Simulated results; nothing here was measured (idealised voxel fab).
You're looking at the process module voxel released beams.
For reference, the cross-section in this document is cut, with width 270 nm and square cells of 5 nm.
A cross-section is written here as square cells arranged in a grid, and it is given in bands from the top down, each band taking up one or more rows of cells.
For a band, the entry starts with two heights in nm, that of the top and then that of the bottom, and carries on with the band's materials in order from left to right, each alongside its width in nm; the word "all across" beside a single material means it fills the band edge to edge, and "empty" means empty space.
Convention: height 0 is the level below which the wafer, as received, is all one material. The lowest band does not terminate at the bottom but continues downward, represented as "0 down".
A width given as "30 to 40" starts at the first number in the band's top row and ends at the second number in its bottom row, shifting by an equal amount at every step from row to row.
Given "remains unaltered" for a step, no cell of the cross-section differs between before and after that step.
"Voids, sealed" means: voids of 8 cells or more that are shut off from the top with no open way through. Written width x height at distance, distance from the left edge, in nm.
The remark found on a step's line after its settings is issued by the simulator itself and pertains to that step.
Each step line may optionally specify "overlay nm", which for a step with a mask gives the rightward distance between the mask's planned place and where it lay, a negative value indicating the leftward direction.
[The process steps that were planned are listed below]
1,RECEIVE: material Si
2,CONFORMAL_DEP: material Al2O3, thk nm 10
3,DIRECTIONAL_DEP: material SiO2, thk nm 10
4,PATTERN: tone open, mask id ANCHOR, material resist, width nm 40, thk nm 20, overlay nm 0
5,DIRECTIONAL_ETCH: etch materials SiO2, depth nm 10
6,STRIP: etch materials resist
7,CONFORMAL_DEP: material SiN, thk nm 15
8,DIRECTIONAL_DEP: material aC, thk nm 15
9,PATTERN: tone cover, mask id BEAM, material resist, width nm 110, thk nm 35, overlay nm 0
10,DIRECTIONAL_ETCH: etch materials aC, depth nm 15
11,STRIP: etch materials resist
12,DIRECTIONAL_ETCH: etch materials SiN, depth nm 15
13,STRIP: etch materials aC
14,STRIP: etch materials SiO2
[Incoming wafer, cross-sectional view, post step 1]
- 0 down  Si all across
- Voids, sealed: none
[Cross-sectional view of the first of the two wafers upon completion of the module, processed in accordance with the plan]
- 35 to 25  75 empty / 20 SiN / 10 empty / 80 SiN / 85 empty
- 25 to 20  75 empty / 110 SiN / 85 empty
- 20 to 10  80 empty / 40 SiN / 150 empty
- 10 to 0  Al2O3 all across
- 0 down  Si all across
- Voids, sealed: none
[Presented here is a cross-section of the second of the two wafers as it stood at the end of the module. It was started in the same manner and assigned the same plan as the first wafer; however, one mistake was made in its execution]
- 35 to 25  75 empty / 60 SiN / 135 empty
- 25 to 20  75 empty / 110 SiN / 85 empty
- 20 to 10  65 empty / 15 SiN / 40 SiO2 / 65 SiN / 85 empty
- 10 to 0  Al2O3 all across
- 0 down  Si all across
- Voids, sealed: none
Heads up, the wafer didn't run the way we planned it: step 4 changed vs plan, executed as PATTERN: tone cover, mask id ANCHOR, material resist, width nm 40, thk nm 20, overlay nm 0
The final cell counts differ between the wafers, with the second having more or fewer of some materials than the first: SiO2 +16
